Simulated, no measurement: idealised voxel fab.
Module name: voxel wiring stack (process module)
Shown is cross-section cut, with a width of 235 nm and square cells of size 5 nm.
We lay out every cross-section as a grid of square cells and spell it out in bands from the top down, where one band means one or more rows of cells.
Quick guide to a band line: top height, bottom height (nm) up front; then every material left to right with its width in nm. Only one material and it's marked "edge to edge"? Then it fills the band edge to edge. And "blank" just means empty space.
The level at which height equals 0 is the one under which the wafer, as it arrives, is entirely one material. No lower edge exists for the bottom band, which continues downward and is notated as in "0 down".
Graded width ("30..40"): value in top row of band = first number; value in bottom row = second number; row-to-row change constant.
"no alteration", as given for a step, is the statement that not any cell of the cross-section underwent a change during that step.
If an empty space has no open way to the top and is at least 8 cells in size, "Fully sealed cavities" lists it, written width x height at distance, where distance is measured from the left edge and every value is in nm.
On each step's line, the part that comes after the settings is the simulator's own comment on the step.
Each step line may optionally specify "overlay nm", which for a step with a mask gives the rightward distance between the mask's planned place and where it lay, a negative value indicating the leftward direction.
# Listed below are the process steps as planned
| 1 | RECEIVE,material Si |
| 2 | CONFORMAL_DEP,material SiO2,thk nm 10 |
| 3 | DIRECTIONAL_DEP,material TiN,thk nm 5 |
| 4 | DIRECTIONAL_DEP,material W,thk nm 20 |
| 5 | PATTERN,tone cover,mask id METAL_1,material resist,width nm 20,pitch nm 40,thk nm 20,overlay nm 0 |
| 6 | DIRECTIONAL_ETCH,etch materials W,depth nm 20 |
| 7 | DIRECTIONAL_ETCH,etch materials TiN,depth nm 5 |
| 8 | STRIP,etch materials resist |
| 9 | FILL_DEP,material lowk,thk nm 5 |
| 10 | CMP,height nm 35 |
| 11 | CONFORMAL_DEP,material SiCN,thk nm 5 |
| 12 | DIRECTIONAL_DEP,material lowk,thk nm 30 |
| 13 | PATTERN,tone open,mask id METAL_2,material resist,width nm 20,pitch nm 40,thk nm 20,overlay nm 0 |
| 14 | DIRECTIONAL_ETCH,etch materials lowk,depth nm 20 |
| 15 | STRIP,etch materials resist |
| 16 | MASKED_ETCH,tone open,mask id METAL_2_HOLES,width nm 15,etch materials lowk,depth nm 10,overlay nm 0 |
| 17 | MASKED_ETCH,tone open,mask id METAL_2_HOLES,width nm 15,etch materials SiCN,depth nm 5,overlay nm 0 |
| 18 | CONFORMAL_DEP,material TiN,thk nm 5 |
| 19 | FILL_DEP,material Cu,thk nm 5 |
| 20 | CMP,height nm 70 |
| 21 | CONFORMAL_DEP,material SiCN,thk nm 5 |
| 22 | DIRECTIONAL_DEP,material lowk,thk nm 35 |
| 23 | DIRECTIONAL_DEP,material aC,thk nm 10 |
| 24 | PATTERN,tone open,mask id METAL_3,material resist,width nm 20,pitch nm 40,thk nm 30,overlay nm 0 |
| 25 | DIRECTIONAL_ETCH,etch materials aC,depth nm 10 |
| 26 | STRIP,etch materials resist |
| 27 | DIRECTIONAL_ETCH,etch materials lowk,depth nm 20 |
| 28 | STRIP,etch materials aC |
| 29 | DIRECTIONAL_DEP,material aC,thk nm 15 |
| 30 | PATTERN,tone open,mask id METAL_3_HOLES,material resist,width nm 15,thk nm 35,overlay nm 0 |
| 31 | DIRECTIONAL_ETCH,etch materials aC,depth nm 15 |
| 32 | STRIP,etch materials resist |
| 33 | DIRECTIONAL_ETCH,etch materials lowk,depth nm 15 |
| 34 | DIRECTIONAL_ETCH,etch materials SiCN,depth nm 5 |
| 35 | STRIP,etch materials aC |
| 36 | CONFORMAL_DEP,material TiN,thk nm 5 |
| 37 | FILL_DEP,material Cu,thk nm 5 |
| 38 | CMP,height nm 110 |
| 39 | CONFORMAL_DEP,material SiCN,thk nm 5 |
| 40 | DIRECTIONAL_DEP,material lowk,thk nm 10 |
| 41 | MASKED_ETCH,tone open,mask id PLUG_3,width nm 15,pitch nm 40,etch materials lowk,depth nm 10,overlay nm 0 |
| 42 | MASKED_ETCH,tone open,mask id PLUG_3,width nm 15,pitch nm 40,etch materials SiCN,depth nm 5,overlay nm 0 |
| 43 | EPI,material Ru,thk nm 10 |
| 44 | EPI,material Ru,thk nm 5 |
| 45 | CONFORMAL_DEP,material SiN,thk nm 5 |
| 46 | DIRECTIONAL_DEP,material lowk,thk nm 20 |
| 47 | MASKED_ETCH,tone open,mask id METAL_4,width nm 20,pitch nm 40,etch materials lowk,depth nm 20,overlay nm 0 |
| 48 | MASKED_ETCH,tone open,mask id METAL_4,width nm 20,pitch nm 40,etch materials SiN,depth nm 5,overlay nm 0 |
| 49 | CONFORMAL_DEP,material TiN,thk nm 5 |
| 50 | FILL_DEP,material Ru,thk nm 5 |
| 51 | CMP,height nm 150 |
| 52 | EPI,material Ru,thk nm 5 |
| 53 | FILL_DEP,material SiCN,thk nm 5 |
# Cross-sectional view of the wafer in its as-received condition, corresponding to the state after step 1
0 down = Si edge to edge
Fully sealed cavities: none
# Cross-section, end of module. Start: as above. Plan: as above. Execution: one mistake
155 to 150 = blank 80  Ru 30  blank 10  Ru 30  blank 85
150 to 130 = lowk 85  TiN 5  Ru 10  TiN 5  lowk 20  TiN 5  Ru 10  TiN 5  lowk 90
130 to 125 = SiN 85  TiN 20  SiN 20  TiN 20  SiN 90
125 to 115 = lowk 85  Ru 15  lowk 25  Ru 15  lowk 95
115 to 110 = SiCN 85  Ru 15  SiCN 25  Ru 15  SiCN 95
110 to 95 = lowk 85  TiN 5  Cu 10  TiN 5  lowk 20  TiN 5  Cu 10  TiN 5  lowk 90
95 to 90 = lowk 85  TiN 5  Cu 5  TiN 10  lowk 20  TiN 20  lowk 90
90 to 75 = lowk 85  TiN 5  Cu 5  TiN 5  lowk 135
75 to 70 = SiCN 85  TiN 15  SiCN 135
70 to 55 = lowk 85  TiN 5  Cu 10  TiN 5  lowk 20  TiN 5  Cu 10  TiN 5  lowk 90
55 to 50 = lowk 85  TiN 5  Cu 5  TiN 10  lowk 20  TiN 20  lowk 90
50 to 40 = lowk 85  TiN 5  Cu 5  TiN 5  lowk 135
40 to 35 = SiCN 85  TiN 15  SiCN 135
35 to 15 = lowk 85  W 20  lowk 20  W 20  lowk 90
15 to 10 = lowk 85  TiN 20  lowk 20  TiN 20  lowk 90
10 to 0 = SiO2 edge to edge
0 down = Si edge to edge
Fully sealed cavities: none
Where did the run depart from the plan? plan step 53: skipped, not run
